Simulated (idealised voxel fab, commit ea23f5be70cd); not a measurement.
Name of the process module below: voxel self aligned vias
It is cross-section cut that appears here, measuring 220 nm in width, its square cells being 5 nm in size.
Cross-section spec: square-cell grid; bands listed top down; each band is one or more rows.
Read a band's entry like this: the first values are the height of its top and the height of its bottom in nm, and what follows is the sequence of materials from left to right, each with its width in nm. Note that "blank" is empty space, and that a single material marked "full width" reaches across the band from edge to edge.
It should be noted that heights are counted from 0, beneath which the wafer as supplied is of one material throughout, and that the lowest band possesses no lower boundary but continues downward, as written in "0 and below".
Read "30->40" as a graded width: first number on top, second number at the bottom, same change between each pair of neighbouring rows.
Basically "all unchanged" means that step didn't change any cell in the cross-section.
For the entry "Closed cavities", the listed items are empty spaces with no open way to the top whose size is 8 cells or more; each item follows the pattern width x height at distance, where distance is from the left edge and all three are in nm.
Whatever follows a step's settings on its line is a remark the simulator itself makes about that step.
Regarding "overlay nm": on a step with a mask, it is the distance the mask lay to the right of its planned place; a negative value places it to the left.
# plan
| 1 | RECEIVE,material Si |
| 2 | CONFORMAL_DEP,material SiO2,thk nm 15 |
| 3 | CONFORMAL_DEP,material SiCN,thk nm 5 |
| 4 | DIRECTIONAL_DEP,material lowk,thk nm 30 |
| 5 | DIRECTIONAL_DEP,material aC,thk nm 15 |
| 6 | PATTERN,tone open,mask id LINES,material resist,width nm 20,pitch nm 65,thk nm 35,overlay nm 0 |
| 7 | DIRECTIONAL_ETCH,etch materials aC,depth nm 15 |
| 8 | STRIP,etch materials resist |
| 9 | DIRECTIONAL_ETCH,etch materials lowk,depth nm 30 |
| 10 | STRIP,etch materials aC |
| 11 | CONFORMAL_DEP,material TiN,thk nm 5 |
| 12 | FILL_DEP,material W,thk nm 5 |
| 13 | CMP,height nm 50 |
| 14 | SELECTIVE_ETCH,etch materials W Ru TiN,depth nm 5 |
| 15 | FILL_DEP,material SiN,thk nm 5 |
| 16 | CMP,height nm 40 |
| 17 | DIRECTIONAL_DEP,material lowk,thk nm 15 |
| 18 | MASKED_ETCH,tone open,mask id VIAS,width nm 40,pitch nm 65,etch materials lowk,depth nm 15,overlay nm 0 |
| 19 | MASKED_ETCH,tone open,mask id VIAS,width nm 40,pitch nm 65,etch materials SiN,depth nm 5,overlay nm 0 |
| 20 | CONFORMAL_DEP,material TiN,thk nm 5 |
| 21 | FILL_DEP,material Cu,thk nm 5 |
| 22 | CMP,height nm 65 |
| 23 | CONFORMAL_DEP,material SiN,thk nm 5 |
Every wafer here starts from the same state; it is the step 16 height nm that distinguishes them, and the value the plan gives belongs to the first wafer.
# First of several wafers, received after step 1, in cross-section
- 0 and below: Si full width
- Closed cavities: none
# So in this table every wafer gets its own row, and what you see is where it stands at the end of the module: for each material, how many cells it picked up (+) or gave up (-) since we received it, and after that its closed voids
height nm 40, +80 Cu, +44 SiCN, +44 SiN, +132 SiO2, +76 TiN, +12 W, +228 lowk, Closed cavities: none
height nm 45, +36 Cu, +44 SiCN, +44 SiN, +132 SiO2, +80 TiN, +16 W, +264 lowk, Closed cavities: none
height nm 50, +28 Cu, +44 SiCN, +44 SiN, +132 SiO2, +52 TiN, +16 W, +300 lowk, Closed cavities: none
height nm 55, +24 Cu, +44 SiCN, +80 SiN, +132 SiO2, +48 TiN, +16 W, +272 lowk, Closed cavities: none
